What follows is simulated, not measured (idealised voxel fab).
Herein follows the process module entitled voxel tone inversion.
Xsec cut, 270 nm wide, square cell size 5 nm.
Format of a cross-section: grid, square cells. Given as bands. Order: top down. Band: one or more rows of cells. Band: top and bottom heights (nm) first, top before bottom; then materials from left to right, widths in nm. "full width" marks a sole material filling the band edge to edge. "blank" denotes empty space. Below 0: as-received wafer, all one material; heights counted from there. Lowest band: no bottom, goes on down, written "z 0 and below". When a width is written as two numbers, as in "30..40", the first number is the width in the top row of cells of the band and the second is the width in its bottom row, and the width changes by the same amount from each row to the next. Where a step carries "nothing changed", the cross-section came out of it unchanged, cell for cell. So "Cavities, closed" is basically the list of trapped voids: any empty space of 8 cells or more that can't reach the top through an opening. They're written width x height at distance, the distance being from the left edge, and it's all nm. Whatever follows a step's settings on its line is a remark the simulator itself makes about that step. On any step carrying a mask, the "overlay nm" setting, if present on the step's line, tells how far right of its planned place the mask lay; negative values point to the left.

## plan
- 1: RECEIVE, material Si
- 2: CONFORMAL_DEP, material SiCN, thk nm 5
- 3: DIRECTIONAL_DEP, material aC, thk nm 15
- 4: PATTERN, tone cover, mask id POSTS, material resist, width nm 25, pitch nm 55, thk nm 20, overlay nm 0
- 5: DIRECTIONAL_ETCH, etch materials aC, depth nm 15
- 6: STRIP, etch materials resist
- 7: FILL_DEP, material lowk, thk nm 5
- 8: CMP, height nm 20
- 9: STRIP, etch materials aC

## As received (post step 1): cross-section
- z 0 and below: Si full width
- Cavities, closed: none

## The following cross-section depicts the wafer upon conclusion of the module. Processing commenced from the starting condition illustrated above and adhered to the plan illustrated above, save for one mistake in execution
- z 20 to 5: 60 of lowk; 35 of blank; 20 of lowk; 35 of blank; 20 of lowk; 35 of blank; 65 of lowk
- z 5 to 0: SiCN full width
- z 0 and below: Si full width
- Cavities, closed: none
Error vs. plan: step 4 ran differently from the plan; actual operation with settings: PATTERN, tone cover, mask id POSTS, material resist, width nm 35, pitch nm 55, thk nm 20, overlay nm 0
